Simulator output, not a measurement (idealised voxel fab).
This section sets out a process module, namely voxel gate over fins.
The width of the displayed cross-section, cut, is 220 nm; its cells are square, with a size of 5 nm.
In this document a cross-section is written as a grid of square cells. It is given as a series of bands, listed from the top down, and a band is one or more rows of cells. Heights first: top, then bottom, in nm. Then materials, left to right, each with a width in nm. "throughout" on a single material: fills the band edge to edge. "blank": empty space. Heights are expressed relative to 0, this being the level below which the as-received wafer comprises one material exclusively. The lowest band is unbounded in the downward direction and is denoted as in "0 nm and below". Quick explanation for "30 to 40": the width changes in equal steps down the rows of cells, from the first number in the band's top row to the second number in its bottom row. A step reported as "no alteration" is a step in which no cell of the cross-section changed. The entry titled "Unvented voids" provides the empty spaces that have no open way to the top, restricted to those of 8 cells or more. Each is presented as width x height at distance, the distance being measured from the left edge, with all three in nm. Anything after a step's settings on that line? It's the simulator's own note about the step. "overlay nm" on a masked step: distance the mask lay right of its planned place, negative for left.

Below is the list of planned process steps
1) RECEIVE,material Si
2) CONFORMAL_DEP,material SiN,thk nm 5
3) DIRECTIONAL_DEP,material aC,thk nm 10
4) PATTERN,tone cover,mask id FINS,material resist,width nm 15,pitch nm 40,thk nm 25,overlay nm 0
5) DIRECTIONAL_ETCH,etch materials aC,depth nm 10
6) STRIP,etch materials resist
7) DIRECTIONAL_ETCH,etch materials SiN,depth nm 5
8) DIRECTIONAL_ETCH,etch materials Si,depth nm 40
9) STRIP,etch materials aC
10) OXIDIZE,depth nm 5
11) FILL_DEP,material SiO2,thk nm 5
12) CMP,height nm 5
13) SELECTIVE_ETCH,etch materials SiO2,depth nm 15
14) STRIP,etch materials SiN
15) CONFORMAL_DEP,material HfO2,thk nm 5
16) CONFORMAL_DEP,material TiN,thk nm 5
17) CONFORMAL_DEP,material TiAl,thk nm 5
18) CONFORMAL_DEP,material TiN,thk nm 5
19) FILL_DEP,material W,thk nm 10
20) CMP,height nm 25
21) CONFORMAL_DEP,material SiCN,thk nm 10

Incoming wafer in cross-section (state: after step 1)
0 nm and below: Si throughout
Unvented voids: none

Final cross-section, module run with one mistake (start and plan as above)
35 nm to 25 nm: SiCN throughout
25 nm to 20 nm: W throughout
20 nm to 15 nm: 25 of W | 165 of TiN | 30 of W
15 nm to 10 nm: 25 of W | 5 of TiN | 35 of TiAl | 5 of TiN | 35 of TiAl | 5 of TiN | 35 of TiAl | 5 of TiN | 35 of TiAl | 5 of TiN | 30 of W
10 nm to 5 nm: 25 of W | 5 of TiN | 5 of TiAl | 25 of TiN | 5 of TiAl | 5 of TiN | 5 of TiAl | 25 of TiN | 5 of TiAl | 5 of TiN | 5 of TiAl | 25 of TiN | 5 of TiAl | 5 of TiN | 5 of TiAl | 25 of TiN | 5 of TiAl | 5 of TiN | 30 of W
5 nm to 0 nm: 25 of W | 5 of TiN | 5 of TiAl | 5 of TiN | 15 of HfO2 | 5 of TiN | 5 of TiAl | 5 of TiN | 5 of TiAl | 5 of TiN | 15 of HfO2 | 5 of TiN | 5 of TiAl | 5 of TiN | 5 of TiAl | 5 of TiN | 15 of HfO2 | 5 of TiN | 5 of TiAl | 5 of TiN | 5 of TiAl | 5 of TiN | 15 of HfO2 | 5 of TiN | 5 of TiAl | 5 of TiN | 30 of W
0 nm to -5 nm: 25 of W | 5 of TiN | 5 of TiAl | 5 of TiN | 5 of HfO2 | 5 of Si | 5 of HfO2 | 5 of TiN | 5 of TiAl | 5 of TiN | 5 of TiAl | 5 of TiN | 5 of HfO2 | 5 of Si | 5 of HfO2 | 5 of TiN | 5 of TiAl | 5 of TiN | 5 of TiAl | 5 of TiN | 5 of HfO2 | 5 of Si | 5 of HfO2 | 5 of TiN | 5 of TiAl | 5 of TiN | 5 of TiAl | 5 of TiN | 5 of HfO2 | 5 of Si | 5 of HfO2 | 5 of TiN | 5 of TiAl | 5 of TiN | 30 of W
-5 nm to -10 nm: 30 of TiN | 5 of TiAl | 5 of TiN | 5 of HfO2 | 5 of Si | 5 of HfO2 | 5 of TiN | 5 of TiAl | 5 of TiN | 5 of TiAl | 5 of TiN | 5 of HfO2 | 5 of Si | 5 of HfO2 | 5 of TiN | 5 of TiAl | 5 of TiN | 5 of TiAl | 5 of TiN | 5 of HfO2 | 5 of Si | 5 of HfO2 | 5 of TiN | 5 of TiAl | 5 of TiN | 5 of TiAl | 5 of TiN | 5 of HfO2 | 5 of Si | 5 of HfO2 | 5 of TiN | 5 of TiAl | 35 of TiN
-10 nm to -15 nm: 35 of TiAl | 5 of TiN | 5 of HfO2 | 5 of Si | 5 of HfO2 | 5 of TiN | 15 of TiAl | 5 of TiN | 5 of HfO2 | 5 of Si | 5 of HfO2 | 5 of TiN | 15 of TiAl | 5 of TiN | 5 of HfO2 | 5 of Si | 5 of HfO2 | 5 of TiN | 15 of TiAl | 5 of TiN | 5 of HfO2 | 5 of Si | 5 of HfO2 | 5 of TiN | 40 of TiAl
-15 nm to -20 nm: 40 of TiN | 5 of HfO2 | 5 of Si | 5 of HfO2 | 25 of TiN | 5 of HfO2 | 5 of Si | 5 of HfO2 | 25 of TiN | 5 of HfO2 | 5 of Si | 5 of HfO2 | 25 of TiN | 5 of HfO2 | 5 of Si | 5 of HfO2 | 45 of TiN
-20 nm to -25 nm: 45 of HfO2 | 5 of Si | 35 of HfO2 | 5 of Si | 35 of HfO2 | 5 of Si | 35 of HfO2 | 5 of Si | 50 of HfO2
-25 nm to -45 nm: 45 of SiO2 | 5 of Si | 35 of SiO2 | 5 of Si | 35 of SiO2 | 5 of Si | 35 of SiO2 | 5 of Si | 50 of SiO2
-45 nm and below: Si throughout
Unvented voids: none
What was the processing mistake? plan step 13 was conducted twice
